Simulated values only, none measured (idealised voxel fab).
Title: Process Module voxel local oxidation
Each square cell in cross-section cut measures 5 nm, and the section as a whole is 160 nm wide.
We lay out every cross-section as a grid of square cells and spell it out in bands from the top down, where one band means one or more rows of cells.
It is stipulated that each band's entry specify, in nanometres, the height of the top of the band and then that of its bottom, followed by the materials of the band in left-to-right sequence, each together with its width in nanometres. A single material marked by the word "all across" is understood to fill the band from edge to edge; the word "air" is understood to denote empty space.
It should be noted that heights are counted from 0, beneath which the wafer as supplied is of one material throughout, and that the lowest band possesses no lower boundary but continues downward, as written in "0..down".
Note: "30 to 40" means the width goes from the first number (top row of the band) to the second number (bottom row) in equal steps per row of cells.
Step marked "nothing got changed"? Then no cell in the cross-section changed in it.
Empty spaces without an open route to the top, at least 8 cells in extent, make up the entry "Closed empty spaces"; each is given as width x height at distance, where the distance is measured from the left edge, and all are in nm.
The remark found on a step's line after its settings is issued by the simulator itself and pertains to that step.
overlay nm: mask right of planned place by this much (step with mask). Neg. = left.
[The following list gives the planned process steps]
- 1: RECEIVE (material Si)
- 2: CONFORMAL_DEP (material SiO2; thk nm 5)
- 3: CONFORMAL_DEP (material SiN; thk nm 10)
- 4: PATTERN (tone cover; mask id ACTIVE; material resist; width nm 95; thk nm 15; overlay nm 0)
- 5: DIRECTIONAL_ETCH (etch materials SiN; depth nm 10)
- 6: STRIP (etch materials resist)
- 7: SELECTIVE_ETCH (etch materials SiO2; depth nm 5)
- 8: OXIDIZE (depth nm 10)
- 9: STRIP (etch materials SiN)
[As-received state of the wafer in cross-section, equivalent to post-step 1]
* 0..down = Si all across
* Closed empty spaces: none
[Here's the cross-section of the first of our two wafers at the end of the module - it ran as planned]
* 5..0 = 35 nm air, 85 nm SiO2, 40 nm air
* 0..-10 = 45 nm SiO2, 65 nm Si, 50 nm SiO2
* -10..down = Si all across
* Closed empty spaces: none
[Presented here is a cross-section of the second of the two wafers as it stood at the end of the module. It was started in the same manner and assigned the same plan as the first wafer; however, one mistake was made in its execution]
* 5..0 = 30 nm air, 95 nm SiO2, 35 nm air
* 0..-10 = 40 nm SiO2, 75 nm Si, 45 nm SiO2
* -10..down = Si all across
* Closed empty spaces: none
What went wrong in running the wafer? step 4 ran as: PATTERN (tone cover; mask id ACTIVE; material resist; width nm 105; thk nm 15; overlay nm 0)
Wafer comparison, final, in cells, second relative to first, materials more or fewer: Si: 4 more | SiO2: 2 fewer
